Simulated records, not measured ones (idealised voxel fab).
process module | voxel self aligned contacts
cross-section cut | 245 nm wide | cells 5 nm
A cross-section is a grid of square cells, given in bands from the top down. A band is one or more rows of cells.
Each band's line starts with the height of the band's top and of its bottom, in nm. Then come its materials from left to right, each with its width in nm. One material with "throughout" fills the band from edge to edge. "air" is empty space.
Height 0 is the level under which the wafer as received is all one material. The lowest band goes on downwards, as in "0 down".
A width such as "30 to 40" changes by the same amount from each row of cells to the next, from the band's top row to its bottom row.
"no change" after a step means that no cell of the cross-section changed.
closed voids: empty space of 8 cells or more with no open way to the top, each as width x height at its distance from the left edge, in nm
after a step's settings: what the simulator itself notes on the step
overlay nm, on a step with a mask: how far to the right of its planned place the mask lay; to the left if negative
plan
1 op RECEIVE | material Si
2 op OXIDIZE | depth nm 5
3 op DIRECTIONAL_DEP | material polySi | thk nm 25
4 op DIRECTIONAL_DEP | material SiN | thk nm 15
5 op DIRECTIONAL_DEP | material aC | thk nm 15
6 op PATTERN | tone cover | mask id GATE | material resist | width nm 35 | pitch nm 70 | thk nm 35 | overlay nm 0
7 op DIRECTIONAL_ETCH | etch materials aC | depth nm 15
8 op STRIP | etch materials resist
9 op DIRECTIONAL_ETCH | etch materials SiN | depth nm 15
10 op DIRECTIONAL_ETCH | etch materials polySi | depth nm 25
11 op STRIP | etch materials aC
12 op CONFORMAL_DEP | material SiN | thk nm 5
13 op DIRECTIONAL_ETCH | etch materials SiN | depth nm 5
14 op FILL_DEP | material SiO2 | thk nm 10
15 op CMP | height nm 45
16 op PATTERN | tone open | mask id CONTACT | material resist | width nm 55 | thk nm 15 | overlay nm 0
17 op DIRECTIONAL_ETCH | etch materials SiO2 | depth nm 50
18 op STRIP | etch materials resist
19 op CONFORMAL_DEP | material TiN | thk nm 5
20 op FILL_DEP | material W | thk nm 10
21 op CMP | height nm 45
22 op CONFORMAL_DEP | material SiN | thk nm 5
as received, after step 1
  0 down: Si throughout
  closed voids: none
first wafer at the end, as planned
  50 to 45: SiN throughout
  45 to 40: SiO2 95 | TiN 20 | W 15 | TiN 20 | SiO2 95
  40 to 25: SiO2 65 | SiN 45 | TiN 5 | W 15 | TiN 5 | SiN 45 | SiO2 65
  25 to 0: SiO2 65 | SiN 5 | polySi 35 | SiN 5 | TiN 5 | W 15 | TiN 5 | SiN 5 | polySi 35 | SiN 5 | SiO2 65
  0 to -5: SiO2 110 | TiN 25 | SiO2 110
  -5 down: Si throughout
  closed voids: none
second wafer at the end: like start, like plan, one mistake
  50 to 45: SiN throughout
  45 to 35: SiO2 95 | TiN 5 to 20 | W 45 to 15 | TiN 5 to 20 | SiO2 95
  35 to 20: SiO2 65 | SiN 45 | TiN 5 | W 15 | TiN 5 | SiN 45 | SiO2 65
  20 to 0: SiO2 65 | SiN 5 | polySi 35 | SiN 5 | TiN 5 | W 15 | TiN 5 | SiN 5 | polySi 35 | SiN 5 | SiO2 65
  0 to -5: SiO2 110 | TiN 25 | SiO2 110
  -5 down: Si throughout
  closed voids: none
what went wrong: step 3 ran as: op DIRECTIONAL_DEP | material polySi | thk nm 20
at the end the second wafer has, in cells: 4 fewer of SiN | 12 more of SiO2 | 6 more of W | 14 fewer of polySi
